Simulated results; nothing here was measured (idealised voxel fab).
You're looking at the process module voxel air gaps.
Square cell edge 5 nm, section width 245 nm, ID cut.
Heads up, the way a cross-section reads in here is a grid of square cells, handed over as bands from the top down, with every band being one or more rows of cells.
First you get the band's top height and its bottom height, in nm, and then the materials it's made of, left to right, with each width in nm. If you see a single material with "throughout", that one covers the band edge to edge. "air" is empty space.
Heights are reckoned from 0. Under this level, the received wafer is all of one material. The bottommost band is open-ended downward, for example "0..down".
Read "30->40" as a graded width: first number on top, second number at the bottom, same change between each pair of neighbouring rows.
The cross-section has no changed cell in any step marked "nothing got changed".
The list in "Encapsulated voids" covers empty spaces of 8 cells or more that cannot reach the top through any open way, and it gives each as width x height at distance; the distance is from the left edge, and width, height and distance are in nm.
Where a step's line continues beyond its settings, the continuation is a remark by the simulator itself on that step.
"overlay nm", when on a step's line for a step with a mask, measures how far to the right of its planned place the mask lay; a negative measure means to the left.

## Below is the list of planned process steps
1: RECEIVE | material Si
2: CONFORMAL_DEP | material SiO2 | thk nm 10
3: CONFORMAL_DEP | material SiN | thk nm 5
4: DIRECTIONAL_DEP | material SiO2 | thk nm 35
5: PATTERN | tone open | mask id LINES | material resist | width nm 20 | pitch nm 50 | thk nm 20 | overlay nm 0
6: DIRECTIONAL_ETCH | etch materials SiO2 | depth nm 35
7: STRIP | etch materials resist
8: CONFORMAL_DEP | material TiN | thk nm 5
9: FILL_DEP | material W | thk nm 10
10: CMP | height nm 50
11: EPI | material Ru | thk nm 10
12: SELECTIVE_ETCH | etch materials SiO2 | depth nm 45
13: CONFORMAL_DEP | material SiN | thk nm 5

## First out of two wafers; run went to plan

## Delivered wafer in cross-section: state after step 1
- 0..down | Si throughout
- Encapsulated voids: none

## Cross-section of the wafer subsequent to step 2
- 10..0 | SiO2 throughout
- Below 0, no change.

## Cross-section of the wafer subsequent to step 3
- 15..10 | SiN throughout
- Below 10, no change.

## Cross-section of the wafer subsequent to step 4
- 50..15 | SiO2 throughout
- Below 15, no change.

## Cross-section of the wafer subsequent to step 5
- 70..50 | 60 resist / 20 air / 30 resist / 20 air / 30 resist / 20 air / 65 resist
- Below 50, no change.

## Cross-section of the wafer subsequent to step 6
- 70..50 | 60 resist / 20 air / 30 resist / 20 air / 30 resist / 20 air / 65 resist
- 50..15 | 60 SiO2 / 20 air / 30 SiO2 / 20 air / 30 SiO2 / 20 air / 65 SiO2
- Below 15, no change.

## Cross-section of the wafer subsequent to step 7
- 50..15 | 60 SiO2 / 20 air / 30 SiO2 / 20 air / 30 SiO2 / 20 air / 65 SiO2
- Below 15, no change.

## Cross-section of the wafer subsequent to step 8
- 55..50 | 65 TiN / 10 air / 40 TiN / 10 air / 40 TiN / 10 air / 70 TiN
- 50..20 | 60 SiO2 / 5 TiN / 10 air / 5 TiN / 30 SiO2 / 5 TiN / 10 air / 5 TiN / 30 SiO2 / 5 TiN / 10 air / 5 TiN / 65 SiO2
- 20..15 | 60 SiO2 / 20 TiN / 30 SiO2 / 20 TiN / 30 SiO2 / 20 TiN / 65 SiO2
- Below 15, no change.

## Cross-section of the wafer subsequent to step 9
- 65..55 | W throughout
- 55..50 | 65 TiN / 10 W / 40 TiN / 10 W / 40 TiN / 10 W / 70 TiN
- 50..20 | 60 SiO2 / 5 TiN / 10 W / 5 TiN / 30 SiO2 / 5 TiN / 10 W / 5 TiN / 30 SiO2 / 5 TiN / 10 W / 5 TiN / 65 SiO2
- Below 20, no change.

## Cross-section of the wafer subsequent to step 10
- 50..20 | 60 SiO2 / 5 TiN / 10 W / 5 TiN / 30 SiO2 / 5 TiN / 10 W / 5 TiN / 30 SiO2 / 5 TiN / 10 W / 5 TiN / 65 SiO2
- Below 20, no change.

## Cross-section of the wafer subsequent to step 11
- 60..50 | 50 air / 40 Ru / 10 air / 40 Ru / 10 air / 40 Ru / 55 air
- Below 50, no change.

## Cross-section of the wafer subsequent to step 12
- 60..50 | 50 air / 40 Ru / 10 air / 40 Ru / 10 air / 40 Ru / 55 air
- 50..20 | 60 air / 5 TiN / 10 W / 5 TiN / 30 air / 5 TiN / 10 W / 5 TiN / 30 air / 5 TiN / 10 W / 5 TiN / 65 air
- 20..15 | 60 air / 20 TiN / 30 air / 20 TiN / 30 air / 20 TiN / 65 air
- Below 15, no change.

## Cross-section of the wafer subsequent to step 13
- 65..60 | 45 air / 150 SiN / 50 air
- 60..50 | 45 air / 5 SiN / 40 Ru / 10 SiN / 40 Ru / 10 SiN / 40 Ru / 5 SiN / 50 air
- 50..45 | 45 air / 15 SiN / 5 TiN / 10 W / 5 TiN / 30 SiN / 5 TiN / 10 W / 5 TiN / 30 SiN / 5 TiN / 10 W / 5 TiN / 15 SiN / 50 air
- 45..20 | 55 air / 5 SiN / 5 TiN / 10 W / 5 TiN / 5 SiN / 20 air / 5 SiN / 5 TiN / 10 W / 5 TiN / 5 SiN / 20 air / 5 SiN / 5 TiN / 10 W / 5 TiN / 5 SiN / 60 air
- 20..15 | 60 SiN / 20 TiN / 30 SiN / 20 TiN / 30 SiN / 20 TiN / 65 SiN
- Below 15, no change.
- Encapsulated voids: 20 x 25 at 85; 20 x 25 at 135

## What follows concerns the second wafer, which started out like the first and was meant to follow the very same plan; one mistake crept in when it was run, but everything up to and including step 12 is the same as for the first wafer

## Cross-section of the second wafer at the time step 13 of the plan should have ended
- 65..60 | 45 air / 150 SiO2 / 50 air
- 60..50 | 45 air / 5 SiO2 / 40 Ru / 10 SiO2 / 40 Ru / 10 SiO2 / 40 Ru / 5 SiO2 / 50 air
- 50..45 | 45 air / 15 SiO2 / 5 TiN / 10 W / 5 TiN / 30 SiO2 / 5 TiN / 10 W / 5 TiN / 30 SiO2 / 5 TiN / 10 W / 5 TiN / 15 SiO2 / 50 air
- 45..20 | 55 air / 5 SiO2 / 5 TiN / 10 W / 5 TiN / 5 SiO2 / 20 air / 5 SiO2 / 5 TiN / 10 W / 5 TiN / 5 SiO2 / 20 air / 5 SiO2 / 5 TiN / 10 W / 5 TiN / 5 SiO2 / 60 air
- 20..15 | 60 SiO2 / 20 TiN / 30 SiO2 / 20 TiN / 30 SiO2 / 20 TiN / 65 SiO2
- Below 15, no change.
- Encapsulated voids: 20 x 25 at 85; 20 x 25 at 135
Error vs. plan: step 13 ran with different settings than intended, the actual operation and settings being CONFORMAL_DEP | material SiO2 | thk nm 5
Final wafer comparison in cells, second versus first, more or fewer per material: 127 fewer of SiN, 127 more of SiO2
